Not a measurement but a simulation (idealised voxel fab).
The following is a process module called voxel released beams.
Cross-sectional view cut (width: 220 nm; square cell size: 5 nm).
In what follows, cross-sections appear as grids of square cells, described through bands that run from the top down, where every band is one or more rows of cells.
First you get the band's top height and its bottom height, in nm, and then the materials it's made of, left to right, with each width in nm. If you see a single material with "edge to edge", that one covers the band edge to edge. "blank" is empty space.
Heights are reckoned from 0. Under this level, the received wafer is all of one material. The bottommost band is open-ended downward, for example "from 0 down".
When a width is written as two numbers, as in "30->40", the first number is the width in the top row of cells of the band and the second is the width in its bottom row, and the width changes by the same amount from each row to the next.
It should be understood that the words "nothing was modified", when stated for a given step, signify that the cross-section underwent no change in any of its cells during that step.
Any empty space of 8 cells or more lacking an open way to the top shows up in "Enclosed internal voids" as width x height at distance, distance from the left edge, in nm.
On each step's line, the part that comes after the settings is the simulator's own comment on the step.
A step's line can hold "overlay nm"; with a mask on that step, the setting says how far right of the planned place the mask lay, while a negative setting says it lay to the left.
Listed below are the process steps as planned:
| 1 | RECEIVE | material Si |
| 2 | CONFORMAL_DEP | material Al2O3 | thk nm 10 |
| 3 | DIRECTIONAL_DEP | material SiO2 | thk nm 10 |
| 4 | PATTERN | tone open | mask id ANCHOR | material resist | width nm 35 | thk nm 15 | overlay nm 0 |
| 5 | DIRECTIONAL_ETCH | etch materials SiO2 | depth nm 10 |
| 6 | STRIP | etch materials resist |
| 7 | CONFORMAL_DEP | material polySi | thk nm 15 |
| 8 | DIRECTIONAL_DEP | material aC | thk nm 15 |
| 9 | PATTERN | tone cover | mask id BEAM | material resist | width nm 85 | thk nm 30 | overlay nm 0 |
| 10 | DIRECTIONAL_ETCH | etch materials aC | depth nm 15 |
| 11 | STRIP | etch materials resist |
| 12 | DIRECTIONAL_ETCH | etch materials polySi | depth nm 15 |
| 13 | STRIP | etch materials aC |
| 14 | STRIP | etch materials SiO2 |
As-received wafer cross-section (after step 1):
  from 0 down = Si edge to edge
  Enclosed internal voids: none
One mistake in running the module, otherwise start and plan as above: cross-section at the end:
  from 30 to 20 = blank 65, polySi 20, blank 5, polySi 60, blank 70
  from 20 to 15 = blank 65, polySi 85, blank 70
  from 15 to 5 = blank 70, polySi 35, blank 115
  from 5 to 0 = Al2O3 edge to edge
  from 0 down = Si edge to edge
  Enclosed internal voids: none
Want to know what went wrong? step 2 off recipe, ran as CONFORMAL_DEP | material Al2O3 | thk nm 5
